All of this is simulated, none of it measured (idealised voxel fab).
Module name: voxel trench capacitor (process module)
Displayed cross-section: cut, width of 160 nm, square cells sized 5 nm.
Reading order for cross-sections: top band down to bottom band. Underlying form: a grid of square cells. Band size: one or more rows of cells.
In this notation a band is specified by the heights of its top and bottom, in that order and in nm, after which its materials appear from left to right, each paired with its width in nm. The word "everywhere" attached to a single material means that material fills the band from edge to edge; the word "empty" stands for empty space.
For the purposes of this specification, 0 denotes the height below which the wafer in its as-received condition is composed wholly of one material, and the lowermost band, lacking a lower limit, extends downward without end, as expressed in "z 0 and below".
With a width like "30 to 40", each row of cells in the band differs from the next by the same amount, the top row carrying the first number and the bottom row the second.
It should be understood that the words "no alterations made", when stated for a given step, signify that the cross-section underwent no change in any of its cells during that step.
Heads up: "Enclosed void inventory" only lists the empty pockets with no open path to the top that are 8 cells or more, and it writes them as width x height at distance, distance from the left edge, in nm.
The remark found on a step's line after its settings is issued by the simulator itself and pertains to that step.
overlay nm: on a step with a mask, how far right of its planned place the mask lay; negative means left.

**Process steps - plan**
step 1: RECEIVE with material Si
step 2: CONFORMAL_DEP with material SiN, thk nm 5
step 3: PATTERN with tone open, mask id TRENCH, material resist, width nm 30, pitch nm 50, thk nm 20, overlay nm 0
step 4: DIRECTIONAL_ETCH with etch materials SiN, depth nm 5
step 5: DIRECTIONAL_ETCH with etch materials Si, depth nm 25
step 6: STRIP with etch materials resist
step 7: CONFORMAL_DEP with material Al2O3, thk nm 5
step 8: CONFORMAL_DEP with material TiN, thk nm 5
step 9: FILL_DEP with material W, thk nm 10
step 10: CMP with height nm 5

**Here's what the wafer looked like in cross-section when it arrived - that's after step 1**
	z 0 and below: Si everywhere
	Enclosed void inventory: none

**Final wafer profile in cross-section after the module, from the same start and plan as above, with one mistake made during processing**
	z 5 to 0: SiN 15 nm, Al2O3 5 nm, TiN 5 nm, W 10 nm, TiN 5 nm, Al2O3 5 nm, SiN 20 nm, Al2O3 5 nm, TiN 5 nm, W 10 nm, TiN 5 nm, Al2O3 5 nm, SiN 20 nm, Al2O3 5 nm, TiN 5 nm, W 10 nm, TiN 5 nm, Al2O3 5 nm, SiN 15 nm
	z 0 to -40: Si 15 nm, Al2O3 5 nm, TiN 5 nm, W 10 nm, TiN 5 nm, Al2O3 5 nm, Si 20 nm, Al2O3 5 nm, TiN 5 nm, W 10 nm, TiN 5 nm, Al2O3 5 nm, Si 20 nm, Al2O3 5 nm, TiN 5 nm, W 10 nm, TiN 5 nm, Al2O3 5 nm, Si 15 nm
	z -40 to -45: Si 15 nm, Al2O3 5 nm, TiN 20 nm, Al2O3 5 nm, Si 20 nm, Al2O3 5 nm, TiN 20 nm, Al2O3 5 nm, Si 20 nm, Al2O3 5 nm, TiN 20 nm, Al2O3 5 nm, Si 15 nm
	z -45 to -50: Si 15 nm, Al2O3 30 nm, Si 20 nm, Al2O3 30 nm, Si 20 nm, Al2O3 30 nm, Si 15 nm
	z -50 and below: Si everywhere
	Enclosed void inventory: none
Error vs. plan: plan step 5 was conducted twice
